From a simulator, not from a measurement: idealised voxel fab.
process module | voxel air gaps
cross-section cut | 280 nm wide | cells 5 nm
A cross-section is a grid of square cells, given in bands from the top down. A band is one or more rows of cells.
Each band's line starts with the height of the band's top and of its bottom, in nm. Then come its materials from left to right, each with its width in nm. One material with "throughout" fills the band from edge to edge. "air" is empty space.
Height 0 is the level under which the wafer as received is all one material. The lowest band goes on downwards, as in "0 down".
A width such as "30 to 40" changes by the same amount from each row of cells to the next, from the band's top row to its bottom row.
"no change" after a step means that no cell of the cross-section changed.
closed voids: empty space of 8 cells or more with no open way to the top, each as width x height at its distance from the left edge, in nm
after a step's settings: what the simulator itself notes on the step
overlay nm, on a step with a mask: how far to the right of its planned place the mask lay; to the left if negative
plan
1 op RECEIVE | material Si
2 op CONFORMAL_DEP | material SiO2 | thk nm 10
3 op CONFORMAL_DEP | material SiN | thk nm 5
4 op DIRECTIONAL_DEP | material lowk | thk nm 40
5 op PATTERN | tone open | mask id LINES | material resist | width nm 20 | pitch nm 45 | thk nm 15 | overlay nm 0
6 op DIRECTIONAL_ETCH | etch materials lowk | depth nm 40
7 op STRIP | etch materials resist
8 op CONFORMAL_DEP | material TiN | thk nm 5
9 op FILL_DEP | material Ru | thk nm 10
10 op CMP | height nm 55
11 op EPI | material Ru | thk nm 10
12 op SELECTIVE_ETCH | etch materials lowk | depth nm 50
13 op CONFORMAL_DEP | material SiCN | thk nm 5
as received, after step 1
  0 down: Si throughout
  closed voids: none
first wafer at the end, as planned
  70 to 65: air 45 | SiCN 185 | air 50
  65 to 55: air 45 | SiCN 5 | Ru 40 | SiCN 5 | Ru 40 | SiCN 5 | Ru 40 | SiCN 5 | Ru 40 | SiCN 5 | air 50
  55 to 50: air 45 | SiCN 15 | TiN 5 | Ru 10 | TiN 5 | SiCN 25 | TiN 5 | Ru 10 | TiN 5 | SiCN 25 | TiN 5 | Ru 10 | TiN 5 | SiCN 25 | TiN 5 | Ru 10 | TiN 5 | SiCN 15 | air 50
  50 to 20: air 55 | SiCN 5 | TiN 5 | Ru 10 | TiN 5 | SiCN 5 | air 15 | SiCN 5 | TiN 5 | Ru 10 | TiN 5 | SiCN 5 | air 15 | SiCN 5 | TiN 5 | Ru 10 | TiN 5 | SiCN 5 | air 15 | SiCN 5 | TiN 5 | Ru 10 | TiN 5 | SiCN 5 | air 60
  20 to 15: SiCN 60 | TiN 20 | SiCN 25 | TiN 20 | SiCN 25 | TiN 20 | SiCN 25 | TiN 20 | SiCN 65
  15 to 10: SiN throughout
  10 to 0: SiO2 throughout
  0 down: Si throughout
  closed voids: 15 x 30 at 85; 15 x 30 at 130; 15 x 30 at 175
second wafer at the end: like start, like plan, one mistake
  70 to 65: SiCN throughout
  65 to 55: Ru throughout
  55 to 20: Ru 55 | TiN 5 | lowk 20 | TiN 5 | Ru 15 | TiN 5 | lowk 20 | TiN 5 | Ru 15 | TiN 5 | lowk 20 | TiN 5 | Ru 15 | TiN 5 | lowk 20 | TiN 5 | Ru 60
  20 to 15: TiN 60 | lowk 20 | TiN 25 | lowk 20 | TiN 25 | lowk 20 | TiN 25 | lowk 20 | TiN 65
  15 to 10: SiN throughout
  10 to 0: SiO2 throughout
  0 down: Si throughout
  closed voids: none
what went wrong: step 5 ran as: op PATTERN | tone cover | mask id LINES | material resist | width nm 20 | pitch nm 45 | thk nm 15 | overlay nm 0
at the end the second wafer has, in cells: 216 more of Ru | 100 fewer of SiCN | 24 more of TiN | 128 more of lowk
closed voids at the end (first wafer, second wafer): 3, 0
